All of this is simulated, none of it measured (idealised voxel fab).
Process module in this document: voxel wiring stack
cross-section cut | 170 nm wide | cells 5 nm
Square cells in a grid make up a cross-section in this document, and the grid is given as bands, listed from the top down, each one or more rows of cells. Look at the band entry: it leads with the top's height and the bottom's height in nm. Then it lists the materials left to right, with a width in nm for each. The word "throughout" on a single material says that material fills the band edge to edge. The word "empty" is empty space. Note: height 0 marks the level under which the wafer is uniformly one material as received. Lowest band unbounded below, written "from 0 down". Top row gets the first number, bottom row gets the second, and each row in between changes by the same step: that is how a band width like "30->40" works. Step note "nothing was modified" = no cross-section cell changed. The entry titled "Closed internal cavities" provides the empty spaces that have no open way to the top, restricted to those of 8 cells or more. Each is presented as width x height at distance, the distance being measured from the left edge, with all three in nm. Past the settings on a step's line: simulator remark, on that step. What "overlay nm" on a step's line means: if the step has a mask, that mask lay this far to the right of its planned place, or, when the value is negative, to the left.

List of planned process steps
| 1 | op RECEIVE | material Si |
| 2 | op CONFORMAL_DEP | material SiO2 | thk nm 10 |
| 3 | op CONFORMAL_DEP | material SiN | thk nm 5 |
| 4 | op DIRECTIONAL_DEP | material lowk | thk nm 15 |
| 5 | op PATTERN | tone open | mask id METAL_1 | material resist | width nm 20 | pitch nm 35 | thk nm 20 | overlay nm 0 |
| 6 | op DIRECTIONAL_ETCH | etch materials lowk | depth nm 15 |
| 7 | op DIRECTIONAL_ETCH | etch materials SiN | depth nm 5 |
| 8 | op STRIP | etch materials resist |
| 9 | op CONFORMAL_DEP | material TiN | thk nm 5 |
| 10 | op FILL_DEP | material Ru | thk nm 10 |
| 11 | op CMP | height nm 30 |
| 12 | op EPI | material Ru | thk nm 5 |
| 13 | op FILL_DEP | material SiCN | thk nm 5 |
| 14 | op DIRECTIONAL_DEP | material SiO2 | thk nm 10 |
| 15 | op DIRECTIONAL_DEP | material aC | thk nm 15 |
| 16 | op PATTERN | tone open | mask id PLUG_1 | material resist | width nm 15 | pitch nm 35 | thk nm 35 | overlay nm 0 |
| 17 | op DIRECTIONAL_ETCH | etch materials aC | depth nm 15 |
| 18 | op STRIP | etch materials resist |
| 19 | op DIRECTIONAL_ETCH | etch materials SiO2 | depth nm 10 |
| 20 | op DIRECTIONAL_ETCH | etch materials SiCN | depth nm 5 |
| 21 | op STRIP | etch materials aC |
| 22 | op EPI | material Ru | thk nm 10 |
| 23 | op EPI | material Ru | thk nm 5 |
| 24 | op CONFORMAL_DEP | material SiN | thk nm 5 |
| 25 | op DIRECTIONAL_DEP | material lowk | thk nm 15 |
| 26 | op MASKED_ETCH | tone open | mask id METAL_2 | width nm 20 | pitch nm 35 | etch materials lowk | depth nm 15 | overlay nm 0 |
| 27 | op MASKED_ETCH | tone open | mask id METAL_2 | width nm 20 | pitch nm 35 | etch materials SiN | depth nm 5 | overlay nm 0 |
| 28 | op CONFORMAL_DEP | material TiN | thk nm 5 |
| 29 | op FILL_DEP | material W | thk nm 5 |
| 30 | op CMP | height nm 70 |
| 31 | op EPI | material Ru | thk nm 5 |
| 32 | op FILL_DEP | material SiCN | thk nm 5 |
| 33 | op DIRECTIONAL_DEP | material SiO2 | thk nm 30 |
| 34 | op MASKED_ETCH | tone open | mask id METAL_3 | width nm 20 | pitch nm 35 | etch materials SiO2 | depth nm 15 | overlay nm 0 |
| 35 | op PATTERN | tone open | mask id METAL_3_HOLES | material resist | width nm 15 | pitch nm 35 | thk nm 15 | overlay nm 0 |
| 36 | op DIRECTIONAL_ETCH | etch materials SiO2 | depth nm 15 |
| 37 | op DIRECTIONAL_ETCH | etch materials SiCN | depth nm 5 |
| 38 | op STRIP | etch materials resist |
| 39 | op CONFORMAL_DEP | material TiN | thk nm 5 |
| 40 | op FILL_DEP | material Ru | thk nm 10 |
| 41 | op CMP | height nm 110 |
| 42 | op CONFORMAL_DEP | material SiN | thk nm 5 |

Received-state cross-section, reflecting completion of step 1
  from 0 down = Si throughout
  Closed internal cavities: none

Look at the cross-section after the module: the wafer started out the way shown above and the plan was the one shown above, yet one mistake was made along the way
  from 115 to 110 = SiN throughout
  from 110 to 100 = SiO2 20 | TiN 5 | Ru 10 | TiN 5 | SiO2 15 | TiN 5 | Ru 10 | TiN 5 | SiO2 15 | TiN 5 | Ru 10 | TiN 5 | SiO2 15 | TiN 5 | Ru 10 | TiN 5 | SiO2 25
  from 100 to 95 = SiO2 20 | TiN 5 | Ru 5 | TiN 10 | SiO2 15 | TiN 5 | Ru 5 | TiN 10 | SiO2 15 | TiN 5 | Ru 5 | TiN 10 | SiO2 15 | TiN 5 | Ru 5 | TiN 10 | SiO2 25
  from 95 to 80 = SiO2 20 | TiN 5 | Ru 5 | TiN 5 | SiO2 20 | TiN 5 | Ru 5 | TiN 5 | SiO2 20 | TiN 5 | Ru 5 | TiN 5 | SiO2 20 | TiN 5 | Ru 5 | TiN 5 | SiO2 30
  from 80 to 75 = SiCN 20 | TiN 15 | SiCN 20 | TiN 15 | SiCN 20 | TiN 15 | SiCN 20 | TiN 15 | SiCN 30
  from 75 to 70 = SiCN 15 | Ru 30 | SiCN 5 | Ru 30 | SiCN 5 | Ru 30 | SiCN 5 | Ru 30 | SiCN 20
  from 70 to 55 = lowk 20 | TiN 5 | W 10 | TiN 5 | lowk 15 | TiN 5 | W 10 | TiN 5 | lowk 15 | TiN 5 | W 10 | TiN 5 | lowk 15 | TiN 5 | W 10 | TiN 5 | lowk 25
  from 55 to 50 = SiN 20 | TiN 20 | SiN 15 | TiN 20 | SiN 15 | TiN 20 | SiN 15 | TiN 20 | SiN 25
  from 50 to 40 = SiO2 20 | Ru 15 | SiO2 20 | Ru 15 | SiO2 20 | Ru 15 | SiO2 20 | Ru 15 | SiO2 30
  from 40 to 35 = SiCN 20 | Ru 15 | SiCN 20 | Ru 15 | SiCN 20 | Ru 15 | SiCN 20 | Ru 15 | SiCN 30
  from 35 to 25 = Ru throughout
  from 25 to 20 = TiN 25 | Ru 10 | TiN 25 | Ru 10 | TiN 25 | Ru 10 | TiN 25 | Ru 10 | TiN 30
  from 20 to 5 = lowk 20 | TiN 5 | Ru 10 | TiN 5 | lowk 15 | TiN 5 | Ru 10 | TiN 5 | lowk 15 | TiN 5 | Ru 10 | TiN 5 | lowk 15 | TiN 5 | Ru 10 | TiN 5 | lowk 25
  from 5 to 0 = SiN 20 | TiN 20 | SiN 15 | TiN 20 | SiN 15 | TiN 20 | SiN 15 | TiN 20 | SiN 25
  from 0 down = Si throughout
  Closed internal cavities: none
Heads up, the wafer didn't run the way we planned it: it should be noted that step 2 of the plan was omitted and was not performed
